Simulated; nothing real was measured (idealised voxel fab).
Documented hereafter: the process module known as voxel capacitor over wiring.
Xsec cut, 180 nm wide, square cell size 5 nm.
Notation: cross-section as square-cell grid; stated in bands, top first, going down; one or more cell rows per band.
Band: top height; bottom height; in nm. Then, left to right: material with width in nm, for each material. "everywhere": a single material spanning edge to edge. "empty": empty space.
Note: height 0 marks the level under which the wafer is uniformly one material as received. Lowest band unbounded below, written "0 -> down".
You'd read "30->40" like this: the band's top row of cells is as wide as the first number, its bottom row is as wide as the second, and going down, every row changes width by the same amount as the row before did.
No cell of the cross-section changed in a step that is given as "no modification".
Empty spaces counting at least 8 cells and having no open way to the top are listed in "Enclosed void inventory". The notation width x height at distance is used for each, the distance being from the left edge and all three values in nm.
On a step's line, text after the settings is the simulator commenting on that step.
A step's line can hold "overlay nm"; with a mask on that step, the setting says how far right of the planned place the mask lay, while a negative setting says it lay to the left.

Steps planned for the process
1 RECEIVE with material Si
2 CONFORMAL_DEP with material SiO2, thk nm 10
3 CONFORMAL_DEP with material SiCN, thk nm 5
4 DIRECTIONAL_DEP with material lowk, thk nm 20
5 MASKED_ETCH with tone open, mask id METAL_1, width nm 25, pitch nm 95, etch materials lowk, depth nm 20, overlay nm 0
6 MASKED_ETCH with tone open, mask id METAL_1, width nm 25, pitch nm 95, etch materials SiCN, depth nm 5, overlay nm 0
7 CONFORMAL_DEP with material TiN, thk nm 5
8 FILL_DEP with material Cu, thk nm 5
9 CMP with height nm 35
10 CONFORMAL_DEP with material SiCN, thk nm 5
11 DIRECTIONAL_DEP with material SiO2, thk nm 20
12 MASKED_ETCH with tone open, mask id PLUG_1, width nm 15, etch materials SiO2, depth nm 20, overlay nm 0
13 MASKED_ETCH with tone open, mask id PLUG_1, width nm 15, etch materials SiCN, depth nm 5, overlay nm 0
14 CONFORMAL_DEP with material TiN, thk nm 5
15 FILL_DEP with material W, thk nm 10
16 CMP with height nm 60
17 DIRECTIONAL_DEP with material TiN, thk nm 10
18 DIRECTIONAL_DEP with material SiN, thk nm 5
19 DIRECTIONAL_DEP with material TiN, thk nm 5
20 DIRECTIONAL_DEP with material aC, thk nm 15
21 PATTERN with tone cover, mask id UPPER_PLATE, material resist, width nm 75, thk nm 30, overlay nm 0
22 DIRECTIONAL_ETCH with etch materials aC, depth nm 15
23 STRIP with etch materials resist
24 DIRECTIONAL_ETCH with etch materials TiN, depth nm 5
25 DIRECTIONAL_ETCH with etch materials SiN, depth nm 5
26 STRIP with etch materials aC
27 PATTERN with tone cover, mask id LOWER_PLATE, material resist, width nm 85, thk nm 15, overlay nm 0
28 DIRECTIONAL_ETCH with etch materials TiN, depth nm 10
29 STRIP with etch materials resist
30 FILL_DEP with material SiO2, thk nm 15
31 CMP with height nm 90
32 DIRECTIONAL_DEP with material aC, thk nm 15
33 PATTERN with tone open, mask id PLUG_2, material resist, width nm 15, thk nm 35, overlay nm 0
34 DIRECTIONAL_ETCH with etch materials aC, depth nm 15
35 STRIP with etch materials resist
36 DIRECTIONAL_ETCH with etch materials SiO2, depth nm 10
37 STRIP with etch materials aC
38 CONFORMAL_DEP with material TiN, thk nm 5
39 FILL_DEP with material W, thk nm 10
40 CMP with height nm 90
41 CONFORMAL_DEP with material SiCN, thk nm 5

This is the cross-section of the wafer as we received it, i.e. after step 1
  0 -> down: Si everywhere
  Enclosed void inventory: none

Cross-section, first of two wafers, end of module, run as planned
  95 -> 90: SiCN everywhere
  90 -> 85: 50 nm SiO2, 5 nm TiN, 5 nm W, 5 nm TiN, 115 nm SiO2
  85 -> 75: 50->40 nm SiO2, 15->75 nm TiN, 115->65 nm SiO2
  75 -> 70: 40 nm SiO2, 75 nm SiN, 65 nm SiO2
  70 -> 60: 35 nm SiO2, 85 nm TiN, 60 nm SiO2
  60 -> 40: 40 nm SiO2, 5 nm TiN, 5 nm W, 5 nm TiN, 125 nm SiO2
  40 -> 35: 40 nm SiCN, 15 nm TiN, 125 nm SiCN
  35 -> 15: 30 nm lowk, 5 nm TiN, 15 nm Cu, 5 nm TiN, 70 nm lowk, 5 nm TiN, 15 nm Cu, 5 nm TiN, 30 nm lowk
  15 -> 10: 30 nm SiCN, 25 nm TiN, 70 nm SiCN, 25 nm TiN, 30 nm SiCN
  10 -> 0: SiO2 everywhere
  0 -> down: Si everywhere
  Enclosed void inventory: none

Cross-sectional view: second of two wafers, end of module; start and plan identical to the first, one mistake in running
  95 -> 90: SiCN everywhere
  90 -> 85: 50 nm SiO2, 5 nm TiN, 5 nm W, 5 nm TiN, 115 nm SiO2
  85 -> 75: 50->40 nm SiO2, 15->75 nm TiN, 115->65 nm SiO2
  75 -> 70: 40 nm SiO2, 75 nm SiN, 65 nm SiO2
  70 -> 65: 35 nm SiO2, 85 nm TiN, 60 nm SiO2
  65 -> 60: TiN everywhere
  60 -> 40: 40 nm SiO2, 5 nm TiN, 5 nm W, 5 nm TiN, 125 nm SiO2
  40 -> 35: 40 nm SiCN, 15 nm TiN, 125 nm SiCN
  35 -> 15: 30 nm lowk, 5 nm TiN, 15 nm Cu, 5 nm TiN, 70 nm lowk, 5 nm TiN, 15 nm Cu, 5 nm TiN, 30 nm lowk
  15 -> 10: 30 nm SiCN, 25 nm TiN, 70 nm SiCN, 25 nm TiN, 30 nm SiCN
  10 -> 0: SiO2 everywhere
  0 -> down: Si everywhere
  Enclosed void inventory: none
Where did the run depart from the plan? step 28: run off-plan, actual operation and settings DIRECTIONAL_ETCH with etch materials TiN, depth nm 5
Looking at both finished wafers in cells, the second ends up ahead of or behind the first on some materials: SiO2 -19; TiN +19
